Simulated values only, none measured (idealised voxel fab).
Module name: voxel local oxidation (process module)
Cross-section cut: width 255 nm, square cells of 5 nm.
Reading order for cross-sections: top band down to bottom band. Underlying form: a grid of square cells. Band size: one or more rows of cells.
What a band's entry tells you: where the top is and where the bottom is, as heights in nm, and after that what lies inside, material by material from left to right, each with its width in nm. Empty space is written as the word "air", and a single material marked with the word "full width" occupies the band from edge to edge.
Zero point of the height axis is 0; under it, received wafer = one material. Lowest band: continues down indefinitely, "top 0, no bottom".
Top row gets the first number, bottom row gets the second, and each row in between changes by the same step: that is how a band width like "30->40" works.
Step marked "no change"? Then no cell in the cross-section changed in it.
Look at "Enclosed cavity list" for the closed voids: empty spaces with no open path to the top, sized 8 cells or up. Each is width x height at distance, distance from the left edge, all nm.
What comes after the settings on a step's line is commentary from the simulator itself on that step.
overlay nm: step with mask; distance mask lay right of planned place; negative value = left of planned place.
## Listed below are the process steps as planned
1: RECEIVE,material Si
2: CONFORMAL_DEP,material SiO2,thk nm 5
3: CONFORMAL_DEP,material SiN,thk nm 15
4: PATTERN,tone cover,mask id ACTIVE,material resist,width nm 95,thk nm 20,overlay nm 0
5: DIRECTIONAL_ETCH,etch materials SiN,depth nm 15
6: STRIP,etch materials resist
7: SELECTIVE_ETCH,etch materials SiO2,depth nm 5
8: OXIDIZE,depth nm 10
9: STRIP,etch materials SiN
## Wafer cross-section on receipt, i.e. after step 1
- top 0, no bottom = Si full width
- Enclosed cavity list: none
## As-planned run: cross-section of the first of two wafers at end of module
- top 5, bottom 0 = 85 of air; 85 of SiO2; 85 of air
- top 0, bottom -10 = 95 of SiO2; 65 of Si; 95 of SiO2
- top -10, no bottom = Si full width
- Enclosed cavity list: none
## Second wafer through the module, sectioned at the end: same beginning and same plan as the first wafer, with one mistake in carrying it out
- top 5, bottom 0 = 85 of air; 85 of SiO2; 85 of air
- top 0, bottom -5 = 90 of SiO2; 75 of Si; 90 of SiO2
- top -5, no bottom = Si full width
- Enclosed cavity list: none
Error vs. plan: step 8 ran with different settings than intended, the actual operation and settings being OXIDIZE,depth nm 5
Upon completion, the second wafer contains, in terms of cells, a greater or smaller amount of certain materials than the first wafer: 40 more of Si; 40 fewer of SiO2
